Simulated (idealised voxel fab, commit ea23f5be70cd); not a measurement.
The process module that follows is named voxel plated lines.
Each square cell in cross-section cut measures 5 nm, and the section as a whole is 260 nm wide.
Cross-section, as written here: a square-cell grid given band by band from the top down, where a band holds one or more rows of cells.
Band: top height; bottom height; in nm. Then, left to right: material with width in nm, for each material. "all across": a single material spanning edge to edge. "empty": empty space.
All heights in this document are referenced to 0, defined as the level beneath which the wafer, as received, consists entirely of one material. The lowest band is not bounded below; it extends indefinitely downward and is written in the form "top 0, no bottom".
When a width is written as two numbers, as in "30->40", the first number is the width in the top row of cells of the band and the second is the width in its bottom row, and the width changes by the same amount from each row to the next.
"nothing got changed" -> step changed no cross-section cell.
"Closed-off voids" enumerates empty spaces isolated from the top, with no open way to it, that contain at least 8 cells, giving each as width x height at distance from the left edge, all three in nm.
On a step's line, text after the settings is the simulator commenting on that step.
overlay nm: where the mask lay relative to plan, measured to the right, on steps with a mask; negatives go left.

# Intended process steps
- 1: RECEIVE, material Si
- 2: CONFORMAL_DEP, material Al2O3, thk nm 10
- 3: DIRECTIONAL_DEP, material TiN, thk nm 5
- 4: PATTERN, tone open, mask id LINES, material resist, width nm 20, pitch nm 40, thk nm 35, overlay nm 0
- 5: EPI, material Ru, thk nm 10
- 6: EPI, material Ru, thk nm 5
- 7: EPI, material Ru, thk nm 10
- 8: STRIP, etch materials resist
- 9: DIRECTIONAL_ETCH, etch materials TiN, depth nm 5
- 10: CONFORMAL_DEP, material SiO2, thk nm 5
The plan shows the thk nm of step 10 as the first wafer had it; this setting differs between the wafers, which start out alike.

# Here's the first of the wafers in cross-section, just as we got it, i.e. after step 1
* top 0, no bottom | Si all across
* Closed-off voids: none

# Per-wafer rows below. For each material: cells gained (+) or lost (-) since the wafer was received, as of end of module. Then: closed voids
thk nm 5, +104 Al2O3, +80 Ru, +100 SiO2, +16 TiN, Closed-off voids: none
thk nm 10, +104 Al2O3, +80 Ru, +200 SiO2, +16 TiN, Closed-off voids: none
thk nm 15, +104 Al2O3, +80 Ru, +264 SiO2, +16 TiN, Closed-off voids: none
thk nm 20, +104 Al2O3, +80 Ru, +328 SiO2, +16 TiN, Closed-off voids: none
thk nm 25, +104 Al2O3, +80 Ru, +392 SiO2, +16 TiN, Closed-off voids: none
